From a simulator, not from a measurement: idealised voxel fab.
The process module presented herein is designated voxel fin reveal.
For reference, the cross-section in this document is cut, with width 245 nm and square cells of 5 nm.
How to read a cross-section here: the picture is a grid of square cells, written as bands going from the top down, and any band can span one or more rows of cells.
It is stipulated that each band's entry specify, in nanometres, the height of the top of the band and then that of its bottom, followed by the materials of the band in left-to-right sequence, each together with its width in nanometres. A single material marked by the word "all across" is understood to fill the band from edge to edge; the word "air" is understood to denote empty space.
Heights are measured from 0, the level below which the as-received wafer is all one material; the lowest band has no bottom and continues downward, written as in "0..down".
The two numbers in a width such as "30 to 40" mark its ends across the band: the first belongs to the top row of cells, the second to the bottom row, and from each row to the next the width moves by the same amount.
Step marked "nothing was modified"? Then no cell in the cross-section changed in it.
Look at "Sealed-off cavities" for the closed voids: empty spaces with no open path to the top, sized 8 cells or up. Each is width x height at distance, distance from the left edge, all nm.
On each step's line, the part that comes after the settings is the simulator's own comment on the step.
You can add "overlay nm" to a step's line. For a step with a mask, it describes how far the mask lay to the right of its planned position, and a negative number describes a lay to the left.
[Planned step list for the process]
1,RECEIVE with material Si
2,CONFORMAL_DEP with material SiN, thk nm 5
3,MASKED_ETCH with tone cover, mask id FINS, width nm 15, pitch nm 45, etch materials SiN, depth nm 5, overlay nm 0
4,MASKED_ETCH with tone cover, mask id FINS, width nm 15, pitch nm 45, etch materials Si, depth nm 30, overlay nm 0
5,OXIDIZE with depth nm 5
6,FILL_DEP with material SiO2, thk nm 10
7,CMP with height nm 5
8,SELECTIVE_ETCH with etch materials SiO2, depth nm 20
9,STRIP with etch materials SiN
10,CONFORMAL_DEP with material HfO2, thk nm 5
[First out of two wafers; run went to plan]
[Wafer as received: cross-section following step 1]
- 0..down: Si all across
- Sealed-off cavities: none
[How the wafer stands in section after step 2]
- 5..0: SiN all across
- Nothing below the height 0 has changed.
[How the wafer stands in section after step 3]
- 5..0: air 70 nm  SiN 15 nm  air 30 nm  SiN 15 nm  air 30 nm  SiN 15 nm  air 70 nm
- Nothing below the height 0 has changed.
[How the wafer stands in section after step 4]
- 5..0: air 70 nm  SiN 15 nm  air 30 nm  SiN 15 nm  air 30 nm  SiN 15 nm  air 70 nm
- 0..-30: air 70 nm  Si 15 nm  air 30 nm  Si 15 nm  air 30 nm  Si 15 nm  air 70 nm
- Nothing below the height -30 has changed.
[How the wafer stands in section after step 5]
- 5..0: air 70 nm  SiN 15 nm  air 30 nm  SiN 15 nm  air 30 nm  SiN 15 nm  air 70 nm
- 0..-30: air 70 nm  SiO2 5 nm  Si 5 nm  SiO2 5 nm  air 30 nm  SiO2 5 nm  Si 5 nm  SiO2 5 nm  air 30 nm  SiO2 5 nm  Si 5 nm  SiO2 5 nm  air 70 nm
- -30..-35: SiO2 75 nm  Si 5 nm  SiO2 40 nm  Si 5 nm  SiO2 40 nm  Si 5 nm  SiO2 75 nm
- Nothing below the height -35 has changed.
[How the wafer stands in section after step 6]
- 15..5: SiO2 all across
- 5..0: SiO2 70 nm  SiN 15 nm  SiO2 30 nm  SiN 15 nm  SiO2 30 nm  SiN 15 nm  SiO2 70 nm
- 0..-35: SiO2 75 nm  Si 5 nm  SiO2 40 nm  Si 5 nm  SiO2 40 nm  Si 5 nm  SiO2 75 nm
- Nothing below the height -35 has changed.
[How the wafer stands in section after step 7]
- 5..0: SiO2 70 nm  SiN 15 nm  SiO2 30 nm  SiN 15 nm  SiO2 30 nm  SiN 15 nm  SiO2 70 nm
- Nothing below the height 0 has changed.
[How the wafer stands in section after step 8]
- 5..0: air 70 nm  SiN 15 nm  air 30 nm  SiN 15 nm  air 30 nm  SiN 15 nm  air 70 nm
- 0..-15: air 75 nm  Si 5 nm  air 40 nm  Si 5 nm  air 40 nm  Si 5 nm  air 75 nm
- Nothing below the height -15 has changed.
[How the wafer stands in section after step 9]
- 0..-15: air 75 nm  Si 5 nm  air 40 nm  Si 5 nm  air 40 nm  Si 5 nm  air 75 nm
- Nothing below the height -15 has changed.
[How the wafer stands in section after step 10]
- 5..0: air 70 nm  HfO2 15 nm  air 30 nm  HfO2 15 nm  air 30 nm  HfO2 15 nm  air 70 nm
- 0..-10: air 70 nm  HfO2 5 nm  Si 5 nm  HfO2 5 nm  air 30 nm  HfO2 5 nm  Si 5 nm  HfO2 5 nm  air 30 nm  HfO2 5 nm  Si 5 nm  HfO2 5 nm  air 70 nm
- -10..-15: HfO2 75 nm  Si 5 nm  HfO2 40 nm  Si 5 nm  HfO2 40 nm  Si 5 nm  HfO2 75 nm
- Nothing below the height -15 has changed.
[Second wafer, same starting conditions and recipe as the first, one mistake in executing it, nothing differs from the first up to and including step 9]
[Cross-section of the second wafer at the time step 10 of the plan should have ended]
- 5..0: air 70 nm  SiO2 15 nm  air 30 nm  SiO2 15 nm  air 30 nm  SiO2 15 nm  air 70 nm
- 0..-10: air 70 nm  SiO2 5 nm  Si 5 nm  SiO2 5 nm  air 30 nm  SiO2 5 nm  Si 5 nm  SiO2 5 nm  air 30 nm  SiO2 5 nm  Si 5 nm  SiO2 5 nm  air 70 nm
- -10..-35: SiO2 75 nm  Si 5 nm  SiO2 40 nm  Si 5 nm  SiO2 40 nm  Si 5 nm  SiO2 75 nm
- Nothing below the height -35 has changed.
In executing the process, a mistake was made relative to the plan: step 10 ran as: CONFORMAL_DEP with material SiO2, thk nm 5
Heads up, by the end the second wafer has more or fewer cells of some materials compared to the first: HfO2 -67 | SiO2 +67
